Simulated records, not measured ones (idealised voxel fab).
A process module follows: voxel ribs on slabs.
The figure presents cross-section cut, which has a width of 155 nm and is divided into square cells with an edge length of 5 nm.
We lay out every cross-section as a grid of square cells and spell it out in bands from the top down, where one band means one or more rows of cells. Quick guide to a band line: top height, bottom height (nm) up front; then every material left to right with its width in nm. Only one material and it's marked "edge to edge"? Then it fills the band edge to edge. And "air" just means empty space. Measure heights from 0. That's the level where, below it, the as-received wafer is all one material. The lowest band is bottomless and extends downward; write it as in "0 nm and below". Width "30..40": first value at the band's top row of cells, second value at its bottom row, equal change from row to row. What does "remained unchanged" mean for a step? It means no cell of the cross-section changed in that step. "Trapped cavities" enumerates empty spaces isolated from the top, with no open way to it, that contain at least 8 cells, giving each as width x height at distance from the left edge, all three in nm. Post-settings text on a step line: simulator's own remark regarding the step. You can add "overlay nm" to a step's line. For a step with a mask, it describes how far the mask lay to the right of its planned position, and a negative number describes a lay to the left.

## Process steps - plan
step 1: RECEIVE with material Si
step 2: DIRECTIONAL_DEP with material SiO2, thk nm 20
step 3: DIRECTIONAL_DEP with material SiN, thk nm 15
step 4: DIRECTIONAL_DEP with material aC, thk nm 10
step 5: PATTERN with tone cover, mask id RIB, material resist, width nm 30, thk nm 30, overlay nm 0
step 6: DIRECTIONAL_ETCH with etch materials aC, depth nm 10
step 7: STRIP with etch materials resist
step 8: DIRECTIONAL_ETCH with etch materials SiN, depth nm 10
step 9: STRIP with etch materials aC
step 10: DIRECTIONAL_DEP with material aC, thk nm 15
step 11: PATTERN with tone cover, mask id SLAB, material resist, width nm 90, thk nm 35, overlay nm 0
step 12: DIRECTIONAL_ETCH with etch materials aC, depth nm 15
step 13: STRIP with etch materials resist
step 14: DIRECTIONAL_ETCH with etch materials SiN, depth nm 5
step 15: STRIP with etch materials aC
step 16: FILL_DEP with material SiO2, thk nm 25
step 17: CMP with height nm 50
step 18: DIRECTIONAL_DEP with material W, thk nm 10
step 19: DIRECTIONAL_DEP with material aC, thk nm 15
step 20: PATTERN with tone cover, mask id HEATER, material resist, width nm 40, thk nm 35, overlay nm 0
step 21: DIRECTIONAL_ETCH with etch materials aC, depth nm 15
step 22: STRIP with etch materials resist
step 23: DIRECTIONAL_ETCH with etch materials W, depth nm 10
step 24: STRIP with etch materials aC
step 25: CONFORMAL_DEP with material SiN, thk nm 10

## Cross-section of the wafer as it came to us, i.e., already through step 1
0 nm and below = Si edge to edge
Trapped cavities: none

## One mistake in running the module, otherwise start and plan as above: cross-section at the end
70 nm to 60 nm = air: 45 | SiN: 60 | air: 50
60 nm to 50 nm = SiN: 55 | W: 40 | SiN: 60
50 nm to 35 nm = SiO2 edge to edge
35 nm to 25 nm = SiO2: 60 | SiN: 30 | SiO2: 65
25 nm to 20 nm = SiO2: 35 | SiN: 80 | SiO2: 40
20 nm to 0 nm = SiO2 edge to edge
0 nm and below = Si edge to edge
Trapped cavities: none
What was the processing mistake? step 11, actual vs plan mismatch, actual run PATTERN with tone cover, mask id SLAB, material resist, width nm 80, thk nm 35, overlay nm 0
